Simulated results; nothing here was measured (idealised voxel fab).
The process module presented herein is designated voxel capacitor over wiring.
Cross-section cut: width 225 nm, square cells of 5 nm.
Cross-section spec: square-cell grid; bands listed top down; each band is one or more rows. Top, bottom (nm), then materials left to right with widths (nm); lone material tagged "all across" fills the whole band edge to edge; "air" = empty space. Counting heights begins at 0, where everything beneath is, in the wafer as received, one material. The lowest band has no bottom; it goes on downwards, as "from 0 down" shows. A two-number width, for instance "30..40", indicates that the width is equal to the first number in the top row of the band and to the second number in the bottom row, and that it changes by a constant amount per row of cells. Where a step carries "same as before", the cross-section came out of it unchanged, cell for cell. Look at "Trapped cavities" for the closed voids: empty spaces with no open path to the top, sized 8 cells or up. Each is width x height at distance, distance from the left edge, all nm. Anything after a step's settings on that line? It's the simulator's own note about the step. overlay nm, on a step with a mask: how far to the right of its planned place the mask lay; to the left if negative.
### Set out below are the planned steps of the process
| 1 | RECEIVE [material Si] |
| 2 | CONFORMAL_DEP [material SiO2] [thk nm 10] |
| 3 | DIRECTIONAL_DEP [material TiN] [thk nm 5] |
| 4 | DIRECTIONAL_DEP [material Ru] [thk nm 15] |
| 5 | DIRECTIONAL_DEP [material aC] [thk nm 10] |
| 6 | PATTERN [tone cover] [mask id METAL_1] [material resist] [width nm 30] [pitch nm 80] [thk nm 25] [overlay nm 0] |
| 7 | DIRECTIONAL_ETCH [etch materials aC] [depth nm 10] |
| 8 | STRIP [etch materials resist] |
| 9 | DIRECTIONAL_ETCH [etch materials Ru] [depth nm 15] |
| 10 | DIRECTIONAL_ETCH [etch materials TiN] [depth nm 5] |
| 11 | STRIP [etch materials aC] |
| 12 | CONFORMAL_DEP [material SiCN] [thk nm 5] |
| 13 | FILL_DEP [material lowk] [thk nm 10] |
| 14 | CMP [height nm 30] |
| 15 | CONFORMAL_DEP [material SiCN] [thk nm 5] |
| 16 | DIRECTIONAL_DEP [material SiO2] [thk nm 20] |
| 17 | MASKED_ETCH [tone open] [mask id PLUG_1] [width nm 15] [etch materials SiO2] [depth nm 20] [overlay nm 0] |
| 18 | MASKED_ETCH [tone open] [mask id PLUG_1] [width nm 15] [etch materials SiCN] [depth nm 5] [overlay nm 0] |
| 19 | EPI [material Ru] [thk nm 10] |
| 20 | EPI [material Ru] [thk nm 10] |
| 21 | EPI [material Ru] [thk nm 5] |
| 22 | DIRECTIONAL_DEP [material TiN] [thk nm 10] |
| 23 | DIRECTIONAL_DEP [material Al2O3] [thk nm 5] |
| 24 | DIRECTIONAL_DEP [material TiN] [thk nm 5] |
| 25 | DIRECTIONAL_DEP [material aC] [thk nm 10] |
| 26 | PATTERN [tone cover] [mask id UPPER_PLATE] [material resist] [width nm 55] [thk nm 30] [overlay nm 0] |
| 27 | DIRECTIONAL_ETCH [etch materials aC] [depth nm 10] |
| 28 | STRIP [etch materials resist] |
| 29 | DIRECTIONAL_ETCH [etch materials TiN] [depth nm 5] |
| 30 | DIRECTIONAL_ETCH [etch materials Al2O3] [depth nm 5] |
| 31 | STRIP [etch materials aC] |
| 32 | PATTERN [tone cover] [mask id LOWER_PLATE] [material resist] [width nm 65] [thk nm 15] [overlay nm 0] |
| 33 | DIRECTIONAL_ETCH [etch materials TiN] [depth nm 10] |
| 34 | STRIP [etch materials resist] |
| 35 | FILL_DEP [material SiO2] [thk nm 20] |
| 36 | CMP [height nm 90] |
| 37 | PATTERN [tone open] [mask id PLUG_2] [material resist] [width nm 15] [thk nm 20] [overlay nm 0] |
| 38 | DIRECTIONAL_ETCH [etch materials SiO2] [depth nm 15] |
| 39 | STRIP [etch materials resist] |
| 40 | CONFORMAL_DEP [material TiN] [thk nm 5] |
| 41 | FILL_DEP [material Cu] [thk nm 10] |
| 42 | CMP [height nm 90] |
| 43 | CONFORMAL_DEP [material SiCN] [thk nm 5] |
### Wafer as received: cross-section following step 1
from 0 down: Si all across
Trapped cavities: none
### Module complete, cross-section. Starting point and plan per above. One mistake made in running the module
from 95 to 90: SiCN all across
from 90 to 80: SiO2 80 / TiN 5 / Cu 5 / TiN 5 / SiO2 130
from 80 to 70: SiO2 80..65 / TiN 15..65 / SiO2 130..95
from 70 to 65: SiO2 65 / Al2O3 65 / SiO2 95
from 65 to 55: SiO2 65 / TiN 65 / SiO2 95
from 55 to 35: SiO2 70 / Ru 15 / SiO2 140
from 35 to 30: SiCN 70 / Ru 15 / SiCN 140
from 30 to 15: lowk 50 / SiCN 5 / Ru 30 / SiCN 5 / lowk 40 / SiCN 5 / Ru 30 / SiCN 5 / lowk 55
from 15 to 10: SiCN 55 / TiN 30 / SiCN 50 / TiN 30 / SiCN 60
from 10 to 0: SiO2 all across
from 0 down: Si all across
Trapped cavities: none
Processing error: step 26 did not use the planned setting and instead ran as PATTERN [tone cover] [mask id UPPER_PLATE] [material resist] [width nm 65] [thk nm 30] [overlay nm 0]
